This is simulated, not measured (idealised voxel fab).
Presented below is a process module, voxel gate over fins.
In the cross-section labelled cut, the width is 155 nm and each square cell is 5 nm.
Just so we're on the same page, the cross-sections are grids of square cells, and they're listed out in bands top to bottom, each band one or more rows deep. It is stipulated that each band's entry specify, in nanometres, the height of the top of the band and then that of its bottom, followed by the materials of the band in left-to-right sequence, each together with its width in nanometres. A single material marked by the word "full width" is understood to fill the band from edge to edge; the word "air" is understood to denote empty space. The reference from which all heights are counted is 0, the level beneath which the as-received wafer is entirely one material; the lowest band, having no lower bound, proceeds downward and is written after the example "from 0 down". The two numbers in a width such as "30..40" mark its ends across the band: the first belongs to the top row of cells, the second to the bottom row, and from each row to the next the width moves by the same amount. Key: "changes: none" - step with no changed cell in the cross-section. Empty spaces without an open route to the top, at least 8 cells in extent, make up the entry "Fully sealed cavities"; each is given as width x height at distance, where the distance is measured from the left edge, and all are in nm. If you see something after the settings on a step's line, that's the simulator's own remark about that step. The optional step-line setting "overlay nm" applies to steps with a mask and quantifies how far to the right of its planned location the mask lay, a negative value indicating leftward placement.

## Process steps (planned)
| 1 | RECEIVE [material Si] |
| 2 | CONFORMAL_DEP [material SiN] [thk nm 10] |
| 3 | PATTERN [tone cover] [mask id FINS] [material resist] [width nm 15] [pitch nm 55] [thk nm 15] [overlay nm 0] |
| 4 | DIRECTIONAL_ETCH [etch materials SiN] [depth nm 10] |
| 5 | DIRECTIONAL_ETCH [etch materials Si] [depth nm 30] |
| 6 | STRIP [etch materials resist] |
| 7 | FILL_DEP [material SiO2] [thk nm 15] |
| 8 | CMP [height nm 10] |
| 9 | DIRECTIONAL_DEP [material aC] [thk nm 15] |
| 10 | PATTERN [tone open] [mask id RAIL] [material resist] [width nm 15] [thk nm 30] [overlay nm 0] |
| 11 | DIRECTIONAL_ETCH [etch materials aC] [depth nm 15] |
| 12 | STRIP [etch materials resist] |
| 13 | DIRECTIONAL_ETCH [etch materials SiO2] [depth nm 35] |
| 14 | STRIP [etch materials aC] |
| 15 | CONFORMAL_DEP [material TiN] [thk nm 5] |
| 16 | FILL_DEP [material Ru] [thk nm 5] |
| 17 | CMP [height nm 10] |
| 18 | SELECTIVE_ETCH [etch materials W Ru TiN] [depth nm 30] |
| 19 | FILL_DEP [material SiO2] [thk nm 5] |
| 20 | CMP [height nm 10] |
| 21 | SELECTIVE_ETCH [etch materials SiO2] [depth nm 20] |
| 22 | STRIP [etch materials SiN] |
| 23 | CONFORMAL_DEP [material HfO2] [thk nm 5] |
| 24 | CONFORMAL_DEP [material TiN] [thk nm 5] |
| 25 | FILL_DEP [material W] [thk nm 15] |
| 26 | CMP [height nm 20] |
| 27 | CONFORMAL_DEP [material SiN] [thk nm 10] |

## Shown in cross-section is the wafer as received, that is, as it stands after step 1
	from 0 down = Si full width
	Fully sealed cavities: none

## Cross-section, first of two wafers, end of module, run as planned
	from 30 to 20 = SiN full width
	from 20 to 10 = W full width
	from 10 to 5 = W=5 / TiN=35 / W=20 / TiN=35 / W=20 / TiN=35 / W=5
	from 5 to 0 = W=5 / TiN=5 / HfO2=25 / TiN=5 / W=20 / TiN=5 / HfO2=25 / TiN=5 / W=20 / TiN=5 / HfO2=25 / TiN=5 / W=5
	from 0 to -5 = TiN=10 / HfO2=5 / Si=15 / HfO2=5 / TiN=30 / HfO2=5 / Si=15 / HfO2=5 / TiN=30 / HfO2=5 / Si=15 / HfO2=5 / TiN=10
	from -5 to -10 = HfO2=15 / Si=15 / HfO2=40 / Si=15 / HfO2=40 / Si=15 / HfO2=15
	from -10 to -20 = SiO2=15 / Si=15 / SiO2=40 / Si=15 / SiO2=40 / Si=15 / SiO2=15
	from -20 to -25 = SiO2=15 / Si=15 / SiO2=10 / TiN=15 / SiO2=15 / Si=15 / SiO2=40 / Si=15 / SiO2=15
	from -25 to -30 = SiO2=15 / Si=15 / SiO2=40 / Si=15 / SiO2=40 / Si=15 / SiO2=15
	from -30 down = Si full width
	Fully sealed cavities: none

## Wafer two, sectioned after the module: the first wafer's start, the first wafer's plan, and one mistake in how it was run
	from 25 to 20 = SiN full width
	from 20 to 10 = W full width
	from 10 to 5 = W=5 / TiN=35 / W=20 / TiN=35 / W=20 / TiN=35 / W=5
	from 5 to 0 = W=5 / TiN=5 / HfO2=25 / TiN=5 / W=20 / TiN=5 / HfO2=25 / TiN=5 / W=20 / TiN=5 / HfO2=25 / TiN=5 / W=5
	from 0 to -5 = TiN=10 / HfO2=5 / Si=15 / HfO2=5 / TiN=30 / HfO2=5 / Si=15 / HfO2=5 / TiN=30 / HfO2=5 / Si=15 / HfO2=5 / TiN=10
	from -5 to -10 = HfO2=15 / Si=15 / HfO2=40 / Si=15 / HfO2=40 / Si=15 / HfO2=15
	from -10 to -20 = SiO2=15 / Si=15 / SiO2=40 / Si=15 / SiO2=40 / Si=15 / SiO2=15
	from -20 to -25 = SiO2=15 / Si=15 / SiO2=10 / TiN=15 / SiO2=15 / Si=15 / SiO2=40 / Si=15 / SiO2=15
	from -25 to -30 = SiO2=15 / Si=15 / SiO2=40 / Si=15 / SiO2=40 / Si=15 / SiO2=15
	from -30 down = Si full width
	Fully sealed cavities: none
In executing the process, a mistake was made relative to the plan: planned and actual differ for step 27; actual: CONFORMAL_DEP [material SiN] [thk nm 5]
The final cell counts differ between the wafers, with the second having more or fewer of some materials than the first: SiN: 31 fewer
